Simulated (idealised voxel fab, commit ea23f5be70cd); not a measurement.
The following process module bears the name voxel released beams.
Displayed cross-section: cut, width of 250 nm, square cells sized 5 nm.
In this document a cross-section is written as a grid of square cells. It is given as a series of bands, listed from the top down, and a band is one or more rows of cells. Look at the band entry: it leads with the top's height and the bottom's height in nm. Then it lists the materials left to right, with a width in nm for each. The word "edge to edge" on a single material says that material fills the band edge to edge. The word "air" is empty space. Basically, 0 is our baseline, since under it the wafer straight out of the box is all one material. The bottom band has no lower end and keeps on going down, so it looks like "0 and below". Note: "30->40" means the width goes from the first number (top row of the band) to the second number (bottom row) in equal steps per row of cells. Any step labelled "nothing different" changed none of the cells in the cross-section. "Sealed void inventory" enumerates empty spaces isolated from the top, with no open way to it, that contain at least 8 cells, giving each as width x height at distance from the left edge, all three in nm. Heads up: the bit after the settings on a step's line is the simulator's remark on that step. Each step line may optionally specify "overlay nm", which for a step with a mask gives the rightward distance between the mask's planned place and where it lay, a negative value indicating the leftward direction.

[Here's what the planned process steps look like]
- 1: RECEIVE, material Si
- 2: CONFORMAL_DEP, material Al2O3, thk nm 5
- 3: DIRECTIONAL_DEP, material SiO2, thk nm 20
- 4: PATTERN, tone open, mask id ANCHOR, material resist, width nm 45, thk nm 15, overlay nm 0
- 5: DIRECTIONAL_ETCH, etch materials SiO2, depth nm 20
- 6: STRIP, etch materials resist
- 7: CONFORMAL_DEP, material SiN, thk nm 15
- 8: DIRECTIONAL_DEP, material aC, thk nm 10
- 9: PATTERN, tone cover, mask id BEAM, material resist, width nm 105, thk nm 30, overlay nm 0
- 10: DIRECTIONAL_ETCH, etch materials aC, depth nm 10
- 11: STRIP, etch materials resist
- 12: DIRECTIONAL_ETCH, etch materials SiN, depth nm 15
- 13: STRIP, etch materials aC
- 14: STRIP, etch materials SiO2

[As-received wafer cross-section (after step 1)]
    0 and below  Si edge to edge
    Sealed void inventory: none

[As-planned run: cross-section of the first of two wafers at end of module]
    40 down to 25  air=70; SiN=20; air=15; SiN=70; air=75
    25 down to 20  air=75; SiN=15; air=15; SiN=15; air=130
    20 down to 5  air=75; SiN=45; air=130
    5 down to 0  Al2O3 edge to edge
    0 and below  Si edge to edge
    Sealed void inventory: none

[Wafer two, end of module, cross-section. Same start, same plan as wafer one. One mistake in the run]
    40 down to 25  air=70; SiN=105; air=75
    25 down to 20  Al2O3 edge to edge
    20 down to 0  SiO2 edge to edge
    0 and below  Si edge to edge
    Sealed void inventory: none
Against the plan, the run slipped here: it was found that steps 2 and 3 of the process plan had been performed in exchanged positions
Final cells, second wafer relative to first, materials higher or lower: -24 SiN | +200 SiO2
